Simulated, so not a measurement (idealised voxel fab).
Title: Process Module voxel double patterning
The cross-section on display is named cut; it measures 260 nm wide, and its cells are 5 nm squares.
Reading order for cross-sections: top band down to bottom band. Underlying form: a grid of square cells. Band size: one or more rows of cells. A band entry consists of two parts. The first gives the height of the band's top and the height of its bottom, in nm. The rest lists the band's materials from left to right, each with its width in nm. A single material labelled with the word "full width" fills the band from edge to edge, and the word "air" marks empty space. Height is counted from the level 0, under which the received wafer is composed throughout of one material. The lowest of the bands is not closed at the bottom but continues downward, in the notation "0 and below". Graded width ("30..40"): value in top row of band = first number; value in bottom row = second number; row-to-row change constant. Take "no modifications" at face value: in the step it is given for, the cross-section changed in none of its cells. "Fully enclosed voids": sealed empty spaces, 8 cells or more, no open way to top, listed width x height at distance, with distance from the left edge and width, height and distance in nm. Read whatever lies past the settings on a step's line as the simulator's own remark about the step. The setting "overlay nm" may be written on the line of a step. When the step uses a mask, the value reports how far to the right of the planned place the mask lay, and a negative value reports that it lay to the left.
The planned process steps are enumerated hereunder:
1,RECEIVE (material Si)
2,CONFORMAL_DEP (material SiO2; thk nm 10)
3,DIRECTIONAL_DEP (material TiN; thk nm 15)
4,DIRECTIONAL_DEP (material SiCN; thk nm 5)
5,MASKED_ETCH (tone open; mask id FIRST; width nm 15; pitch nm 50; etch materials SiCN; depth nm 5; overlay nm 0)
6,DIRECTIONAL_DEP (material aC; thk nm 15)
7,PATTERN (tone open; mask id SECOND; material resist; width nm 15; pitch nm 50; thk nm 35; overlay nm 0)
8,DIRECTIONAL_ETCH (etch materials aC; depth nm 15)
9,STRIP (etch materials resist)
10,DIRECTIONAL_ETCH (etch materials SiCN; depth nm 5)
11,STRIP (etch materials aC)
12,DIRECTIONAL_ETCH (etch materials TiN; depth nm 15)
13,STRIP (etch materials SiCN)
First wafer of two (run as planned):
Delivered wafer in cross-section: state after step 1:
* 0 and below: Si full width
* Fully enclosed voids: none
After step 2: wafer cross-section:
* 10 down to 0: SiO2 full width
* All layers under 0 are left as they were.
After step 3: wafer cross-section:
* 25 down to 10: TiN full width
* All layers under 10 are left as they were.
After step 4: wafer cross-section:
* 30 down to 25: SiCN full width
* All layers under 25 are left as they were.
After step 5: wafer cross-section:
* 30 down to 25: SiCN 70 nm, then air 15 nm, then SiCN 35 nm, then air 15 nm, then SiCN 35 nm, then air 15 nm, then SiCN 75 nm
* All layers under 25 are left as they were.
After step 6: wafer cross-section:
* 45 down to 40: aC 70 nm, then air 15 nm, then aC 35 nm, then air 15 nm, then aC 35 nm, then air 15 nm, then aC 75 nm
* 40 down to 30: aC full width
* 30 down to 25: SiCN 70 nm, then aC 15 nm, then SiCN 35 nm, then aC 15 nm, then SiCN 35 nm, then aC 15 nm, then SiCN 75 nm
* All layers under 25 are left as they were.
After step 7: wafer cross-section:
* 80 down to 45: resist 95 nm, then air 15 nm, then resist 35 nm, then air 15 nm, then resist 100 nm
* 45 down to 40: aC 70 nm, then resist 15 nm, then aC 35 nm, then resist 15 nm, then aC 35 nm, then resist 15 nm, then aC 75 nm
* All layers under 40 are left as they were.
After step 8: wafer cross-section:
* 65 down to 45: resist 95 nm, then air 15 nm, then resist 35 nm, then air 15 nm, then resist 100 nm
* 45 down to 40: aC 70 nm, then resist 15 nm, then aC 10 nm, then air 15 nm, then aC 10 nm, then resist 15 nm, then aC 10 nm, then air 15 nm, then aC 10 nm, then resist 15 nm, then aC 75 nm
* 40 down to 30: aC 95 nm, then air 15 nm, then aC 35 nm, then air 15 nm, then aC 100 nm
* All layers under 30 are left as they were.
After step 9: wafer cross-section:
* 45 down to 40: aC 70 nm, then air 15 nm, then aC 10 nm, then air 15 nm, then aC 10 nm, then air 15 nm, then aC 10 nm, then air 15 nm, then aC 10 nm, then air 15 nm, then aC 75 nm
* All layers under 40 are left as they were.
After step 10: wafer cross-section:
* 45 down to 40: aC 70 nm, then air 15 nm, then aC 10 nm, then air 15 nm, then aC 10 nm, then air 15 nm, then aC 10 nm, then air 15 nm, then aC 10 nm, then air 15 nm, then aC 75 nm
* 40 down to 30: aC 95 nm, then air 15 nm, then aC 35 nm, then air 15 nm, then aC 100 nm
* 30 down to 25: SiCN 70 nm, then aC 15 nm, then SiCN 10 nm, then air 15 nm, then SiCN 10 nm, then aC 15 nm, then SiCN 10 nm, then air 15 nm, then SiCN 10 nm, then aC 15 nm, then SiCN 75 nm
* All layers under 25 are left as they were.
After step 11: wafer cross-section:
* 30 down to 25: SiCN 70 nm, then air 15 nm, then SiCN 10 nm, then air 15 nm, then SiCN 10 nm, then air 15 nm, then SiCN 10 nm, then air 15 nm, then SiCN 10 nm, then air 15 nm, then SiCN 75 nm
* All layers under 25 are left as they were.
After step 12: wafer cross-section:
* 30 down to 25: SiCN 70 nm, then air 15 nm, then SiCN 10 nm, then air 15 nm, then SiCN 10 nm, then air 15 nm, then SiCN 10 nm, then air 15 nm, then SiCN 10 nm, then air 15 nm, then SiCN 75 nm
* 25 down to 10: TiN 70 nm, then air 15 nm, then TiN 10 nm, then air 15 nm, then TiN 10 nm, then air 15 nm, then TiN 10 nm, then air 15 nm, then TiN 10 nm, then air 15 nm, then TiN 75 nm
* All layers under 10 are left as they were.
After step 13: wafer cross-section:
* 25 down to 10: TiN 70 nm, then air 15 nm, then TiN 10 nm, then air 15 nm, then TiN 10 nm, then air 15 nm, then TiN 10 nm, then air 15 nm, then TiN 10 nm, then air 15 nm, then TiN 75 nm
* All layers under 10 are left as they were.
Second wafer: same start and same plan as the first, one execution error; identical to the first through step 4:
The second wafer in cross-section, at the planned close of step 5:
* 30 down to 25: air 70 nm, then SiCN 15 nm, then air 35 nm, then SiCN 15 nm, then air 35 nm, then SiCN 15 nm, then air 75 nm
* All layers under 25 are left as they were.
The second wafer in cross-section, at the planned close of step 6:
* 45 down to 40: air 70 nm, then aC 15 nm, then air 35 nm, then aC 15 nm, then air 35 nm, then aC 15 nm, then air 75 nm
* 40 down to 30: aC full width
* 30 down to 25: aC 70 nm, then SiCN 15 nm, then aC 35 nm, then SiCN 15 nm, then aC 35 nm, then SiCN 15 nm, then aC 75 nm
* All layers under 25 are left as they were.
The second wafer in cross-section, at the planned close of step 7:
* 80 down to 45: resist 95 nm, then air 15 nm, then resist 35 nm, then air 15 nm, then resist 100 nm
* 45 down to 40: resist 70 nm, then aC 15 nm, then resist 10 nm, then air 15 nm, then resist 10 nm, then aC 15 nm, then resist 10 nm, then air 15 nm, then resist 10 nm, then aC 15 nm, then resist 75 nm
* All layers under 40 are left as they were.
The second wafer in cross-section, at the planned close of step 8:
* 65 down to 45: resist 95 nm, then air 15 nm, then resist 35 nm, then air 15 nm, then resist 100 nm
* 45 down to 40: resist 70 nm, then aC 15 nm, then resist 10 nm, then air 15 nm, then resist 10 nm, then aC 15 nm, then resist 10 nm, then air 15 nm, then resist 10 nm, then aC 15 nm, then resist 75 nm
* 40 down to 30: aC 95 nm, then air 15 nm, then aC 35 nm, then air 15 nm, then aC 100 nm
* 30 down to 25: aC 70 nm, then SiCN 15 nm, then aC 10 nm, then air 15 nm, then aC 10 nm, then SiCN 15 nm, then aC 10 nm, then air 15 nm, then aC 10 nm, then SiCN 15 nm, then aC 75 nm
* All layers under 25 are left as they were.
The second wafer in cross-section, at the planned close of step 9:
* 45 down to 40: air 70 nm, then aC 15 nm, then air 35 nm, then aC 15 nm, then air 35 nm, then aC 15 nm, then air 75 nm
* All layers under 40 are left as they were.
The second wafer in cross-section, at the planned close of step 10: no modifications
The second wafer in cross-section, at the planned close of step 11:
* 30 down to 25: air 70 nm, then SiCN 15 nm, then air 35 nm, then SiCN 15 nm, then air 35 nm, then SiCN 15 nm, then air 75 nm
* All layers under 25 are left as they were.
The second wafer in cross-section, at the planned close of step 12:
* 30 down to 25: air 70 nm, then SiCN 15 nm, then air 35 nm, then SiCN 15 nm, then air 35 nm, then SiCN 15 nm, then air 75 nm
* 25 down to 10: air 70 nm, then TiN 15 nm, then air 35 nm, then TiN 15 nm, then air 35 nm, then TiN 15 nm, then air 75 nm
* All layers under 10 are left as they were.
The second wafer in cross-section, at the planned close of step 13:
* 25 down to 10: air 70 nm, then TiN 15 nm, then air 35 nm, then TiN 15 nm, then air 35 nm, then TiN 15 nm, then air 75 nm
* All layers under 10 are left as they were.
Against the plan, the run slipped here: note that step 5 departed from the planned setting and was carried out as MASKED_ETCH (tone cover; mask id FIRST; width nm 15; pitch nm 50; etch materials SiCN; depth nm 5; overlay nm 0)
Per the end-of-run cell counts, the second wafer holds more or fewer of some materials than the first: -84 TiN
